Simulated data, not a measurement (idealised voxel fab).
process module | voxel released beams
cross-section cut | 240 nm wide | cells 5 nm
A cross-section is a grid of square cells, given in bands from the top down. A band is one or more rows of cells.
Each band's line starts with the height of the band's top and of its bottom, in nm. Then come its materials from left to right, each with its width in nm. One material with "throughout" fills the band from edge to edge. "air" is empty space.
Height 0 is the level under which the wafer as received is all one material. The lowest band goes on downwards, as in "0 down".
A width such as "30 to 40" changes by the same amount from each row of cells to the next, from the band's top row to its bottom row.
"no change" after a step means that no cell of the cross-section changed.
closed voids: empty space of 8 cells or more with no open way to the top, each as width x height at its distance from the left edge, in nm
after a step's settings: what the simulator itself notes on the step
overlay nm, on a step with a mask: how far to the right of its planned place the mask lay; to the left if negative
plan
1 op RECEIVE | material Si
2 op CONFORMAL_DEP | material SiN | thk nm 5
3 op DIRECTIONAL_DEP | material SiO2 | thk nm 20
4 op DIRECTIONAL_DEP | material aC | thk nm 10
5 op PATTERN | tone open | mask id ANCHOR | material resist | width nm 40 | thk nm 25 | overlay nm 0
6 op DIRECTIONAL_ETCH | etch materials aC | depth nm 10
7 op STRIP | etch materials resist
8 op DIRECTIONAL_ETCH | etch materials SiO2 | depth nm 20
9 op STRIP | etch materials aC
10 op CONFORMAL_DEP | material polySi | thk nm 15
11 op DIRECTIONAL_DEP | material aC | thk nm 10
12 op PATTERN | tone cover | mask id BEAM | material resist | width nm 90 | thk nm 30 | overlay nm 0
13 op DIRECTIONAL_ETCH | etch materials aC | depth nm 10
14 op STRIP | etch materials resist
15 op DIRECTIONAL_ETCH | etch materials polySi | depth nm 15
16 op STRIP | etch materials aC
17 op STRIP | etch materials SiO2
as received, after step 1
  0 down: Si throughout
  closed voids: none
first wafer at the end, as planned
  40 to 25: air 70 | polySi 20 | air 10 | polySi 60 | air 80
  25 to 20: air 75 | polySi 15 | air 10 | polySi 15 | air 125
  20 to 5: air 75 | polySi 40 | air 125
  5 to 0: SiN throughout
  0 down: Si throughout
  closed voids: none
second wafer at the end: like start, like plan, one mistake
  40 to 25: air 70 | polySi 20 | air 10 | polySi 60 | air 80
  25 to 20: air 75 | polySi 15 | air 10 | polySi 15 | air 125
  20 to 5: air 75 | polySi 40 | air 125
  5 to 0: polySi throughout
  0 down: Si throughout
  closed voids: none
what went wrong: step 2 ran as: op CONFORMAL_DEP | material polySi | thk nm 5
at the end the second wafer has, in cells: 48 fewer of SiN | 48 more of polySi
